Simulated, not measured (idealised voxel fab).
Title: Process Module voxel local oxidation
We display cut, a cross-section 250 nm in width whose square cells are each 5 nm.
When this document writes out a cross-section, it uses a grid of square cells and lists it as bands, beginning at the top and moving down, with a band standing for one or more rows of cells.
Within each band entry, the heights of the top and of the bottom of the band appear first, in that order and in nm; the materials of the band then follow from left to right, each with its corresponding width in nm. The designation "everywhere" on a single material indicates that it fills the band from edge to edge; the designation "blank" indicates empty space.
We count height from 0. Below that, the starting wafer is all one material. The lowest band never ends at the bottom but goes on down; see "z 0 and below" for how that is written.
Think of "30 to 40" as a width that walks from the first number to the second as you go down the band, top row to bottom row, taking equal-sized steps from row to row.
Any step labelled "no alteration" changed none of the cells in the cross-section.
Closed-off voids of 8+ cells (no open route to the top) go in "closed voids", written width x height at distance from the left edge, in nm.
On each step's line, the part that comes after the settings is the simulator's own comment on the step.
Each step line may optionally specify "overlay nm", which for a step with a mask gives the rightward distance between the mask's planned place and where it lay, a negative value indicating the leftward direction.
Process steps foreseen in the plan:
1. RECEIVE [material Si]
2. OXIDIZE [depth nm 5]
3. CONFORMAL_DEP [material SiN] [thk nm 10]
4. PATTERN [tone cover] [mask id ACTIVE] [material resist] [width nm 120] [thk nm 15] [overlay nm 0]
5. DIRECTIONAL_ETCH [etch materials SiN] [depth nm 10]
6. STRIP [etch materials resist]
7. SELECTIVE_ETCH [etch materials SiO2] [depth nm 5]
8. OXIDIZE [depth nm 15]
9. STRIP [etch materials SiN]
First of two wafers - as planned:
Delivered wafer in cross-section: state after step 1:
    z 0 and below: Si everywhere
    closed voids: none
Wafer after step 2 (cross-section):
    z 0 to -5: SiO2 everywhere
    Heights below -5 show no change.
Wafer after step 3 (cross-section):
    z 10 to 0: SiN everywhere
    Heights below 0 show no change.
Wafer after step 4 (cross-section):
    z 25 to 10: blank: 65 | resist: 120 | blank: 65
    Heights below 10 show no change.
Wafer after step 5 (cross-section):
    z 25 to 10: blank: 65 | resist: 120 | blank: 65
    z 10 to 0: blank: 65 | SiN: 120 | blank: 65
    Heights below 0 show no change.
Wafer after step 6 (cross-section):
    z 10 to 0: blank: 65 | SiN: 120 | blank: 65
    Heights below 0 show no change.
Wafer after step 7 (cross-section):
    z 10 to 0: blank: 65 | SiN: 120 | blank: 65
    z 0 to -5: blank: 70 | SiO2: 110 | blank: 70
    Heights below -5 show no change.
Wafer after step 8 (cross-section):
    z 10 to 0: blank: 65 | SiN: 120 | blank: 65
    z 0 to -5: blank: 70 | SiO2: 110 | blank: 70
    z -5 to -20: SiO2: 85 | Si: 80 | SiO2: 85
    Heights below -20 show no change.
Wafer after step 9 (cross-section):
    z 0 to -5: blank: 70 | SiO2: 110 | blank: 70
    Heights below -5 show no change.
The second wafer: identical to the first at the outset and in its planned sequence, differing only in that one mistake was made during processing; up to and including step 3, its path is the first wafer's path:
Second wafer, sectioned view, at step 4's planned end time:
    z 25 to 10: blank: 70 | resist: 120 | blank: 60
    Heights below 10 show no change.
Second wafer, sectioned view, at step 5's planned end time:
    z 25 to 10: blank: 70 | resist: 120 | blank: 60
    z 10 to 0: blank: 70 | SiN: 120 | blank: 60
    Heights below 0 show no change.
Second wafer, sectioned view, at step 6's planned end time:
    z 10 to 0: blank: 70 | SiN: 120 | blank: 60
    Heights below 0 show no change.
Second wafer, sectioned view, at step 7's planned end time:
    z 10 to 0: blank: 70 | SiN: 120 | blank: 60
    z 0 to -5: blank: 75 | SiO2: 110 | blank: 65
    Heights below -5 show no change.
Second wafer, sectioned view, at step 8's planned end time:
    z 10 to 0: blank: 70 | SiN: 120 | blank: 60
    z 0 to -5: blank: 75 | SiO2: 110 | blank: 65
    z -5 to -20: SiO2: 90 | Si: 80 | SiO2: 80
    Heights below -20 show no change.
Second wafer, sectioned view, at step 9's planned end time:
    z 0 to -5: blank: 75 | SiO2: 110 | blank: 65
    Heights below -5 show no change.
What was done differently from what was planned? not per plan at step 4, really ran PATTERN [tone cover] [mask id ACTIVE] [material resist] [width nm 120] [thk nm 15] [overlay nm 5]
Comparing end states, the material composition by cell count is preserved from the first wafer to the second, while the locations of the cells are not.
